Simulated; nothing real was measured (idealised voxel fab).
Process module under the name voxel double patterning
Cross-section cut spans 235 nm and uses square cells 5 nm in size.
Reading order for cross-sections: top band down to bottom band. Underlying form: a grid of square cells. Band size: one or more rows of cells. Band entry format. Leading values: height of top, height of bottom, nm. Remainder: materials in left-to-right order, each with its width in nm. Special words: "all across" on a single material, which then fills the band edge to edge; "empty", empty space. Height is counted from the level 0, under which the received wafer is composed throughout of one material. The lowest of the bands is not closed at the bottom but continues downward, in the notation "0 nm and below". Width spec "30..40" -> top row of cells at first value, bottom row at second value, equal per-row change in between. A step reported as "no alterations made" is a step in which no cell of the cross-section changed. "Closed-off voids" specifies each empty space that is not open to the top and that occupies no fewer than 8 cells, using the form width x height at distance, the distance measured from the left edge and all three quantities in nm. That trailing text on a step's line, after the settings, is the simulator's own remark on the step. overlay nm: mask right of planned place by this much (step with mask). Neg. = left.
## plan
1,RECEIVE [material Si]
2,CONFORMAL_DEP [material SiN] [thk nm 5]
3,DIRECTIONAL_DEP [material SiO2] [thk nm 15]
4,DIRECTIONAL_DEP [material SiCN] [thk nm 10]
5,PATTERN [tone open] [mask id FIRST] [material resist] [width nm 15] [pitch nm 50] [thk nm 15] [overlay nm 0]
6,DIRECTIONAL_ETCH [etch materials SiCN] [depth nm 10]
7,STRIP [etch materials resist]
8,MASKED_ETCH [tone open] [mask id SECOND] [width nm 15] [etch materials SiCN] [depth nm 10] [overlay nm 0]
9,DIRECTIONAL_ETCH [etch materials SiO2] [depth nm 15]
10,STRIP [etch materials SiCN]
## Run as planned: first of two wafers
## Cross-section of the wafer at receipt, which is the condition after step 1
* 0 nm and below | Si all across
* Closed-off voids: none
## Presented here is a cross-section of the wafer after step 2 has been performed
* 5 nm to 0 nm | SiN all across
* below 0: unchanged
## Presented here is a cross-section of the wafer after step 3 has been performed
* 20 nm to 5 nm | SiO2 all across
* below 5: unchanged
## Presented here is a cross-section of the wafer after step 4 has been performed
* 30 nm to 20 nm | SiCN all across
* below 20: unchanged
## Presented here is a cross-section of the wafer after step 5 has been performed
* 45 nm to 30 nm | resist=85; empty=15; resist=35; empty=15; resist=85
* below 30: unchanged
## Presented here is a cross-section of the wafer after step 6 has been performed
* 45 nm to 30 nm | resist=85; empty=15; resist=35; empty=15; resist=85
* 30 nm to 20 nm | SiCN=85; empty=15; SiCN=35; empty=15; SiCN=85
* below 20: unchanged
## Presented here is a cross-section of the wafer after step 7 has been performed
* 30 nm to 20 nm | SiCN=85; empty=15; SiCN=35; empty=15; SiCN=85
* below 20: unchanged
## Presented here is a cross-section of the wafer after step 8 has been performed
* 30 nm to 20 nm | SiCN=85; empty=15; SiCN=10; empty=15; SiCN=10; empty=15; SiCN=85
* below 20: unchanged
## Presented here is a cross-section of the wafer after step 9 has been performed
* 30 nm to 20 nm | SiCN=85; empty=15; SiCN=10; empty=15; SiCN=10; empty=15; SiCN=85
* 20 nm to 5 nm | SiO2=85; empty=15; SiO2=10; empty=15; SiO2=10; empty=15; SiO2=85
* below 5: unchanged
## Presented here is a cross-section of the wafer after step 10 has been performed
* 20 nm to 5 nm | SiO2=85; empty=15; SiO2=10; empty=15; SiO2=10; empty=15; SiO2=85
* below 5: unchanged
## What follows concerns the second wafer, which started out like the first and was meant to follow the very same plan; one mistake crept in when it was run, but everything up to and including step 7 is the same as for the first wafer
## X-section, second wafer, when step 8 was due to finish
* 30 nm to 20 nm | SiCN=85; empty=30; SiCN=20; empty=15; SiCN=85
* below 20: unchanged
## X-section, second wafer, when step 9 was due to finish
* 30 nm to 20 nm | SiCN=85; empty=30; SiCN=20; empty=15; SiCN=85
* 20 nm to 5 nm | SiO2=85; empty=30; SiO2=20; empty=15; SiO2=85
* below 5: unchanged
## X-section, second wafer, when step 10 was due to finish
* 20 nm to 5 nm | SiO2=85; empty=30; SiO2=20; empty=15; SiO2=85
* below 5: unchanged
what went wrong: rather than as planned, step 8 actually ran as MASKED_ETCH [tone open] [mask id SECOND] [width nm 15] [etch materials SiCN] [depth nm 10] [overlay nm -10]
The concluding comparison shows that, measured in cells, each material is equally abundant on both wafers, albeit at different positions.
